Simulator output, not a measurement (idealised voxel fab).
Title: Process Module voxel gate over fins
The width of the displayed cross-section, cut, is 270 nm; its cells are square, with a size of 5 nm.
Cross-section format: a grid of square cells, given as bands from top to bottom; each band is one or more rows of cells. The band entry comprises the height of the band's top followed by the height of its bottom, expressed in nm, and subsequently the band's materials from left to right, each stated together with its width in nm. Where a single material is marked with the word "edge to edge", that material fills the band from edge to edge. The word "air" represents empty space. Measure heights from 0. That's the level where, below it, the as-received wafer is all one material. The lowest band is bottomless and extends downward; write it as in "0 down". Read "30->40" as a graded width: first number on top, second number at the bottom, same change between each pair of neighbouring rows. Step note "stayed the same" = no cross-section cell changed. The entry titled "Listed closed voids" provides the empty spaces that have no open way to the top, restricted to those of 8 cells or more. Each is presented as width x height at distance, the distance being measured from the left edge, with all three in nm. Step line, after settings: the simulator's comment on this step. You can add "overlay nm" to a step's line. For a step with a mask, it describes how far the mask lay to the right of its planned position, and a negative number describes a lay to the left.

Below is the list of planned process steps
| 1 | RECEIVE: material Si |
| 2 | CONFORMAL_DEP: material SiN, thk nm 10 |
| 3 | DIRECTIONAL_DEP: material aC, thk nm 15 |
| 4 | PATTERN: tone cover, mask id FINS, material resist, width nm 15, pitch nm 45, thk nm 30, overlay nm 0 |
| 5 | DIRECTIONAL_ETCH: etch materials aC, depth nm 15 |
| 6 | STRIP: etch materials resist |
| 7 | DIRECTIONAL_ETCH: etch materials SiN, depth nm 10 |
| 8 | DIRECTIONAL_ETCH: etch materials Si, depth nm 30 |
| 9 | STRIP: etch materials aC |
| 10 | FILL_DEP: material SiO2, thk nm 10 |
| 11 | CMP: height nm 10 |
| 12 | SELECTIVE_ETCH: etch materials SiO2, depth nm 25 |
| 13 | STRIP: etch materials SiN |
| 14 | CONFORMAL_DEP: material HfO2, thk nm 5 |
| 15 | CONFORMAL_DEP: material TiN, thk nm 5 |
| 16 | FILL_DEP: material W, thk nm 10 |
| 17 | CMP: height nm 15 |
| 18 | CONFORMAL_DEP: material SiCN, thk nm 10 |

So this is the incoming wafer in cross-section - it's already been through step 1
    0 down: Si edge to edge
    Listed closed voids: none

Final wafer profile in cross-section after the module, from the same start and plan as above, with one mistake made during processing
    15 to 5: SiCN edge to edge
    5 to 0: W=50, then TiN=5, then HfO2=25, then TiN=5, then W=10, then TiN=5, then HfO2=25, then TiN=5, then W=10, then TiN=5, then HfO2=25, then TiN=5, then W=10, then TiN=5, then HfO2=25, then TiN=5, then W=50
    0 to -5: W=50, then TiN=5, then HfO2=5, then Si=15, then HfO2=5, then TiN=5, then W=10, then TiN=5, then HfO2=5, then Si=15, then HfO2=5, then TiN=5, then W=10, then TiN=5, then HfO2=5, then Si=15, then HfO2=5, then TiN=5, then W=10, then TiN=5, then HfO2=5, then Si=15, then HfO2=5, then TiN=5, then W=50
    -5 to -10: TiN=55, then HfO2=5, then Si=15, then HfO2=5, then TiN=20, then HfO2=5, then Si=15, then HfO2=5, then TiN=20, then HfO2=5, then Si=15, then HfO2=5, then TiN=20, then HfO2=5, then Si=15, then HfO2=5, then TiN=55
    -10 to -15: HfO2=60, then Si=15, then HfO2=30, then Si=15, then HfO2=30, then Si=15, then HfO2=30, then Si=15, then HfO2=60
    -15 to -30: SiO2=60, then Si=15, then SiO2=30, then Si=15, then SiO2=30, then Si=15, then SiO2=30, then Si=15, then SiO2=60
    -30 down: Si edge to edge
    Listed closed voids: none
Deviation noted in wafer processing: step 17 off recipe, ran as CMP: height nm 5
